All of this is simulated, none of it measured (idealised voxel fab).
process module | voxel double patterning
cross-section cut | 275 nm wide | cells 5 nm
A cross-section is a grid of square cells, given in bands from the top down. A band is one or more rows of cells.
Each band's line starts with the height of the band's top and of its bottom, in nm. Then come its materials from left to right, each with its width in nm. One material with "throughout" fills the band from edge to edge. "air" is empty space.
Height 0 is the level under which the wafer as received is all one material. The lowest band goes on downwards, as in "0 down".
A width such as "30 to 40" changes by the same amount from each row of cells to the next, from the band's top row to its bottom row.
"no change" after a step means that no cell of the cross-section changed.
closed voids: empty space of 8 cells or more with no open way to the top, each as width x height at its distance from the left edge, in nm
after a step's settings: what the simulator itself notes on the step
overlay nm, on a step with a mask: how far to the right of its planned place the mask lay; to the left if negative
plan
1 op RECEIVE | material Si
2 op CONFORMAL_DEP | material SiO2 | thk nm 10
3 op DIRECTIONAL_DEP | material polySi | thk nm 15
4 op DIRECTIONAL_DEP | material SiCN | thk nm 5
5 op MASKED_ETCH | tone open | mask id FIRST | width nm 15 | pitch nm 50 | etch materials SiCN | depth nm 5 | overlay nm 0
6 op DIRECTIONAL_DEP | material aC | thk nm 10
7 op PATTERN | tone open | mask id SECOND | material resist | width nm 15 | pitch nm 50 | thk nm 25 | overlay nm 0
8 op DIRECTIONAL_ETCH | etch materials aC | depth nm 10
9 op STRIP | etch materials resist
10 op DIRECTIONAL_ETCH | etch materials SiCN | depth nm 5
11 op STRIP | etch materials aC
12 op DIRECTIONAL_ETCH | etch materials polySi | depth nm 15
13 op STRIP | etch materials SiCN
as received, after step 1
  0 down: Si throughout
  closed voids: none
a wafer at the end: this start, this plan, one mistake
  25 to 10: polySi 80 | air 20 | polySi 5 | air 15 | polySi 10 | air 20 | polySi 5 | air 15 | polySi 10 | air 20 | polySi 75
  10 to 0: SiO2 throughout
  0 down: Si throughout
  closed voids: none
what went wrong: step 5 ran as: op MASKED_ETCH | tone open | mask id FIRST | width nm 20 | pitch nm 50 | etch materials SiCN | depth nm 5 | overlay nm 0
